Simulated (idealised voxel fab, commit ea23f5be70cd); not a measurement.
process module | voxel self aligned vias
cross-section cut | 225 nm wide | cells 5 nm
A cross-section is a grid of square cells, given in bands from the top down. A band is one or more rows of cells.
Each band's line starts with the height of the band's top and of its bottom, in nm. Then come its materials from left to right, each with its width in nm. One material with "throughout" fills the band from edge to edge. "air" is empty space.
Height 0 is the level under which the wafer as received is all one material. The lowest band goes on downwards, as in "0 down".
A width such as "30 to 40" changes by the same amount from each row of cells to the next, from the band's top row to its bottom row.
"no change" after a step means that no cell of the cross-section changed.
closed voids: empty space of 8 cells or more with no open way to the top, each as width x height at its distance from the left edge, in nm
after a step's settings: what the simulator itself notes on the step
overlay nm, on a step with a mask: how far to the right of its planned place the mask lay; to the left if negative
plan
1 op RECEIVE | material Si
2 op CONFORMAL_DEP | material SiO2 | thk nm 15
3 op CONFORMAL_DEP | material SiCN | thk nm 5
4 op DIRECTIONAL_DEP | material lowk | thk nm 25
5 op DIRECTIONAL_DEP | material aC | thk nm 10
6 op PATTERN | tone open | mask id LINES | material resist | width nm 20 | pitch nm 65 | thk nm 25 | overlay nm 0
7 op DIRECTIONAL_ETCH | etch materials aC | depth nm 10
8 op STRIP | etch materials resist
9 op DIRECTIONAL_ETCH | etch materials lowk | depth nm 25
10 op STRIP | etch materials aC
11 op CONFORMAL_DEP | material TiN | thk nm 5
12 op FILL_DEP | material Ru | thk nm 10
13 op CMP | height nm 45
14 op SELECTIVE_ETCH | etch materials W Ru TiN | depth nm 5
15 op FILL_DEP | material SiN | thk nm 10
16 op CMP | height nm 45
17 op DIRECTIONAL_DEP | material lowk | thk nm 15
18 op DIRECTIONAL_DEP | material aC | thk nm 15
19 op PATTERN | tone open | mask id VIAS | material resist | width nm 40 | pitch nm 130 | thk nm 30 | overlay nm 0
20 op DIRECTIONAL_ETCH | etch materials aC | depth nm 15
21 op STRIP | etch materials resist
22 op DIRECTIONAL_ETCH | etch materials lowk | depth nm 15
23 op DIRECTIONAL_ETCH | etch materials SiN | depth nm 5
24 op STRIP | etch materials aC
25 op CONFORMAL_DEP | material TiN | thk nm 5
26 op FILL_DEP | material Cu | thk nm 5
27 op CMP | height nm 60
28 op CONFORMAL_DEP | material SiN | thk nm 5
first wafer, as planned
as received, after step 1
  0 down: Si throughout
  closed voids: none
after step 2
  15 to 0: SiO2 throughout
  below 0: unchanged
after step 3
  20 to 15: SiCN throughout
  below 15: unchanged
after step 4
  45 to 20: lowk throughout
  below 20: unchanged
after step 5
  55 to 45: aC throughout
  below 45: unchanged
after step 6
  80 to 55: resist 35 | air 20 | resist 45 | air 20 | resist 45 | air 20 | resist 40
  below 55: unchanged
after step 7
  70 to 55: resist 35 | air 20 | resist 45 | air 20 | resist 45 | air 20 | resist 40
  55 to 45: aC 35 | air 20 | aC 45 | air 20 | aC 45 | air 20 | aC 40
  below 45: unchanged
after step 8
  55 to 45: aC 35 | air 20 | aC 45 | air 20 | aC 45 | air 20 | aC 40
  below 45: unchanged
after step 9
  55 to 45: aC 35 | air 20 | aC 45 | air 20 | aC 45 | air 20 | aC 40
  45 to 20: lowk 35 | air 20 | lowk 45 | air 20 | lowk 45 | air 20 | lowk 40
  below 20: unchanged
after step 10
  45 to 20: lowk 35 | air 20 | lowk 45 | air 20 | lowk 45 | air 20 | lowk 40
  below 20: unchanged
after step 11
  50 to 45: TiN 40 | air 10 | TiN 55 | air 10 | TiN 55 | air 10 | TiN 45
  45 to 25: lowk 35 | TiN 5 | air 10 | TiN 5 | lowk 45 | TiN 5 | air 10 | TiN 5 | lowk 45 | TiN 5 | air 10 | TiN 5 | lowk 40
  25 to 20: lowk 35 | TiN 20 | lowk 45 | TiN 20 | lowk 45 | TiN 20 | lowk 40
  below 20: unchanged
after step 12
  60 to 50: Ru throughout
  50 to 45: TiN 40 | Ru 10 | TiN 55 | Ru 10 | TiN 55 | Ru 10 | TiN 45
  45 to 25: lowk 35 | TiN 5 | Ru 10 | TiN 5 | lowk 45 | TiN 5 | Ru 10 | TiN 5 | lowk 45 | TiN 5 | Ru 10 | TiN 5 | lowk 40
  below 25: unchanged
after step 13
  45 to 25: lowk 35 | TiN 5 | Ru 10 | TiN 5 | lowk 45 | TiN 5 | Ru 10 | TiN 5 | lowk 45 | TiN 5 | Ru 10 | TiN 5 | lowk 40
  below 25: unchanged
after step 14
  45 to 40: lowk 35 | air 20 | lowk 45 | air 20 | lowk 45 | air 20 | lowk 40
  below 40: unchanged
after step 15
  55 to 45: SiN throughout
  45 to 40: lowk 35 | SiN 20 | lowk 45 | SiN 20 | lowk 45 | SiN 20 | lowk 40
  below 40: unchanged
after step 16
  45 to 40: lowk 35 | SiN 20 | lowk 45 | SiN 20 | lowk 45 | SiN 20 | lowk 40
  below 40: unchanged
after step 17
  60 to 45: lowk throughout
  below 45: unchanged
after step 18
  75 to 60: aC throughout
  below 60: unchanged
after step 19
  105 to 75: resist 25 | air 40 | resist 90 | air 40 | resist 30
  below 75: unchanged
after step 20
  90 to 75: resist 25 | air 40 | resist 90 | air 40 | resist 30
  75 to 60: aC 25 | air 40 | aC 90 | air 40 | aC 30
  below 60: unchanged
after step 21
  75 to 60: aC 25 | air 40 | aC 90 | air 40 | aC 30
  below 60: unchanged
after step 22
  75 to 60: aC 25 | air 40 | aC 90 | air 40 | aC 30
  60 to 45: lowk 25 | air 40 | lowk 90 | air 40 | lowk 30
  below 45: unchanged
after step 23
  75 to 60: aC 25 | air 40 | aC 90 | air 40 | aC 30
  60 to 45: lowk 25 | air 40 | lowk 90 | air 40 | lowk 30
  45 to 40: lowk 35 | air 20 | lowk 45 | SiN 20 | lowk 45 | air 20 | lowk 40
  below 40: unchanged
after step 24
  60 to 45: lowk 25 | air 40 | lowk 90 | air 40 | lowk 30
  below 45: unchanged
after step 25
  65 to 60: TiN 30 | air 30 | TiN 100 | air 30 | TiN 35
  60 to 50: lowk 25 | TiN 5 | air 30 | TiN 5 | lowk 90 | TiN 5 | air 30 | TiN 5 | lowk 30
  50 to 45: lowk 25 | TiN 15 | air 10 | TiN 15 | lowk 90 | TiN 15 | air 10 | TiN 15 | lowk 30
  45 to 40: lowk 35 | TiN 20 | lowk 45 | SiN 20 | lowk 45 | TiN 20 | lowk 40
  below 40: unchanged
after step 26
  70 to 65: Cu throughout
  65 to 60: TiN 30 | Cu 30 | TiN 100 | Cu 30 | TiN 35
  60 to 50: lowk 25 | TiN 5 | Cu 30 | TiN 5 | lowk 90 | TiN 5 | Cu 30 | TiN 5 | lowk 30
  50 to 45: lowk 25 | TiN 15 | Cu 10 | TiN 15 | lowk 90 | TiN 15 | Cu 10 | TiN 15 | lowk 30
  below 45: unchanged
after step 27
  60 to 50: lowk 25 | TiN 5 | Cu 30 | TiN 5 | lowk 90 | TiN 5 | Cu 30 | TiN 5 | lowk 30
  below 50: unchanged
after step 28
  65 to 60: SiN throughout
  below 60: unchanged
second wafer: like start, like plan, one mistake. Through step 18 it matches the first wafer
when step 19 should have ended
  105 to 75: resist 20 | air 40 | resist 90 | air 40 | resist 35
  below 75: unchanged
when step 20 should have ended
  90 to 75: resist 20 | air 40 | resist 90 | air 40 | resist 35
  75 to 60: aC 20 | air 40 | aC 90 | air 40 | aC 35
  below 60: unchanged
when step 21 should have ended
  75 to 60: aC 20 | air 40 | aC 90 | air 40 | aC 35
  below 60: unchanged
when step 22 should have ended
  75 to 60: aC 20 | air 40 | aC 90 | air 40 | aC 35
  60 to 45: lowk 20 | air 40 | lowk 90 | air 40 | lowk 35
  below 45: unchanged
when step 23 should have ended
  75 to 60: aC 20 | air 40 | aC 90 | air 40 | aC 35
  60 to 45: lowk 20 | air 40 | lowk 90 | air 40 | lowk 35
  45 to 40: lowk 35 | air 20 | lowk 45 | SiN 20 | lowk 45 | air 20 | lowk 40
  below 40: unchanged
when step 24 should have ended
  60 to 45: lowk 20 | air 40 | lowk 90 | air 40 | lowk 35
  below 45: unchanged
when step 25 should have ended
  65 to 60: TiN 25 | air 30 | TiN 100 | air 30 | TiN 40
  60 to 50: lowk 20 | TiN 5 | air 30 | TiN 5 | lowk 90 | TiN 5 | air 30 | TiN 5 | lowk 35
  50 to 45: lowk 20 | TiN 20 | air 10 | TiN 10 | lowk 90 | TiN 20 | air 10 | TiN 10 | lowk 35
  45 to 40: lowk 35 | TiN 20 | lowk 45 | SiN 20 | lowk 45 | TiN 20 | lowk 40
  below 40: unchanged
when step 26 should have ended
  70 to 65: Cu throughout
  65 to 60: TiN 25 | Cu 30 | TiN 100 | Cu 30 | TiN 40
  60 to 50: lowk 20 | TiN 5 | Cu 30 | TiN 5 | lowk 90 | TiN 5 | Cu 30 | TiN 5 | lowk 35
  50 to 45: lowk 20 | TiN 20 | Cu 10 | TiN 10 | lowk 90 | TiN 20 | Cu 10 | TiN 10 | lowk 35
  below 45: unchanged
when step 27 should have ended
  60 to 50: lowk 20 | TiN 5 | Cu 30 | TiN 5 | lowk 90 | TiN 5 | Cu 30 | TiN 5 | lowk 35
  below 50: unchanged
when step 28 should have ended
  65 to 60: SiN throughout
  below 60: unchanged
what went wrong: step 19 ran as: op PATTERN | tone open | mask id VIAS | material resist | width nm 40 | pitch nm 130 | thk nm 30 | overlay nm -5
at the end the second wafer has, in cells: as many of each material as the first, in other places
